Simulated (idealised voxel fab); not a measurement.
process module | voxel self aligned contacts
cross-section cut | 170 nm wide | cells 5 nm
A cross-section is a grid of square cells, given in bands from the top down. A band is one or more rows of cells.
Each band's line starts with the height of the band's top and of its bottom, in nm. Then come its materials from left to right, each with its width in nm. One material with "throughout" fills the band from edge to edge. "air" is empty space.
Height 0 is the level under which the wafer as received is all one material. The lowest band goes on downwards, as in "0 down".
A width such as "30 to 40" changes by the same amount from each row of cells to the next, from the band's top row to its bottom row.
"no change" after a step means that no cell of the cross-section changed.
closed voids: empty space of 8 cells or more with no open way to the top, each as width x height at its distance from the left edge, in nm
after a step's settings: what the simulator itself notes on the step
overlay nm, on a step with a mask: how far to the right of its planned place the mask lay; to the left if negative
plan
1 op RECEIVE | material Si
2 op OXIDIZE | depth nm 5
3 op DIRECTIONAL_DEP | material polySi | thk nm 30
4 op DIRECTIONAL_DEP | material SiN | thk nm 20
5 op DIRECTIONAL_DEP | material aC | thk nm 15
6 op PATTERN | tone cover | mask id GATE | material resist | width nm 35 | pitch nm 60 | thk nm 35 | overlay nm 0
7 op DIRECTIONAL_ETCH | etch materials aC | depth nm 15
8 op STRIP | etch materials resist
9 op DIRECTIONAL_ETCH | etch materials SiN | depth nm 20
10 op DIRECTIONAL_ETCH | etch materials polySi | depth nm 30
11 op STRIP | etch materials aC
12 op CONFORMAL_DEP | material SiN | thk nm 5
13 op DIRECTIONAL_ETCH | etch materials SiN | depth nm 5
14 op FILL_DEP | material SiO2 | thk nm 10
15 op CMP | height nm 55
16 op MASKED_ETCH | tone open | mask id CONTACT | width nm 45 | etch materials SiO2 | depth nm 60 | overlay nm 0
17 op CONFORMAL_DEP | material TiN | thk nm 5
18 op FILL_DEP | material W | thk nm 10
19 op CMP | height nm 55
20 op CONFORMAL_DEP | material SiN | thk nm 5
as received, after step 1
  0 down: Si throughout
  closed voids: none
first wafer at the end, as planned
  60 to 55: SiN throughout
  55 to 50: SiO2 60 | TiN 20 | W 5 | TiN 20 | SiO2 65
  50 to 30: SiO2 30 | SiN 45 | TiN 5 | W 5 | TiN 5 | SiN 45 | SiO2 35
  30 to 0: SiO2 30 | SiN 5 | polySi 35 | SiN 5 | TiN 5 | W 5 | TiN 5 | SiN 5 | polySi 35 | SiN 5 | SiO2 35
  0 to -5: SiO2 75 | TiN 15 | SiO2 80
  -5 down: Si throughout
  closed voids: none
second wafer at the end: like start, like plan, one mistake
  60 to 55: SiN throughout
  55 to 50: W throughout
  50 to 30: W 30 | SiN 45 | W 15 | SiN 45 | W 35
  30 to 0: W 30 | SiN 5 | polySi 35 | SiN 5 | W 15 | SiN 5 | polySi 35 | SiN 5 | W 35
  0 to -5: SiO2 throughout
  -5 down: Si throughout
  closed voids: none
what went wrong: step 14 ran as: op FILL_DEP | material W | thk nm 10
at the end the second wafer has, in cells: 152 fewer of SiO2 | 31 fewer of TiN | 183 more of W
